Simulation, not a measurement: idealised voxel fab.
Process module under the name voxel released beams
Square cell edge 5 nm, section width 165 nm, ID cut.
Each cross-section below is a grid of square cells, stated as bands in top-down order, with one or more rows of cells making up each band. Look at the band entry: it leads with the top's height and the bottom's height in nm. Then it lists the materials left to right, with a width in nm for each. The word "edge to edge" on a single material says that material fills the band edge to edge. The word "empty" is empty space. Counting heights begins at 0, where everything beneath is, in the wafer as received, one material. The lowest band has no bottom; it goes on downwards, as "0 -> down" shows. Per-row width for "30..40": begins at first number (top row of band), ends at second number (bottom row), increment between rows held constant. The designation "all unchanged", where it is given for a processing step, indicates that no cell of the cross-section was altered in the course of that step. If an empty space has no open way to the top and is at least 8 cells in size, "Unvented cavities" lists it, written width x height at distance, where distance is measured from the left edge and every value is in nm. Heads up: the bit after the settings on a step's line is the simulator's remark on that step. "overlay nm" on a masked step: distance the mask lay right of its planned place, negative for left.

# Planned process steps
1) RECEIVE (material Si)
2) CONFORMAL_DEP (material SiN; thk nm 10)
3) DIRECTIONAL_DEP (material SiO2; thk nm 20)
4) DIRECTIONAL_DEP (material aC; thk nm 15)
5) PATTERN (tone open; mask id ANCHOR; material resist; width nm 35; thk nm 30; overlay nm 0)
6) DIRECTIONAL_ETCH (etch materials aC; depth nm 15)
7) STRIP (etch materials resist)
8) DIRECTIONAL_ETCH (etch materials SiO2; depth nm 20)
9) STRIP (etch materials aC)
10) CONFORMAL_DEP (material polySi; thk nm 15)
11) DIRECTIONAL_DEP (material aC; thk nm 15)
12) PATTERN (tone cover; mask id BEAM; material resist; width nm 95; thk nm 35; overlay nm 0)
13) DIRECTIONAL_ETCH (etch materials aC; depth nm 15)
14) STRIP (etch materials resist)
15) DIRECTIONAL_ETCH (etch materials polySi; depth nm 15)
16) STRIP (etch materials aC)
17) STRIP (etch materials SiO2)

# Delivered wafer in cross-section: state after step 1
0 -> down | Si edge to edge
Unvented cavities: none

# The following cross-section depicts the wafer upon conclusion of the module. Processing commenced from the starting condition illustrated above and adhered to the plan illustrated above, save for one mistake in execution
45 -> 30 | empty 30 | polySi 95 | empty 40
30 -> 20 | SiN edge to edge
20 -> 0 | SiO2 edge to edge
0 -> down | Si edge to edge
Unvented cavities: none
Finding, execution versus plan: swap of plan steps 2 and 3 during execution
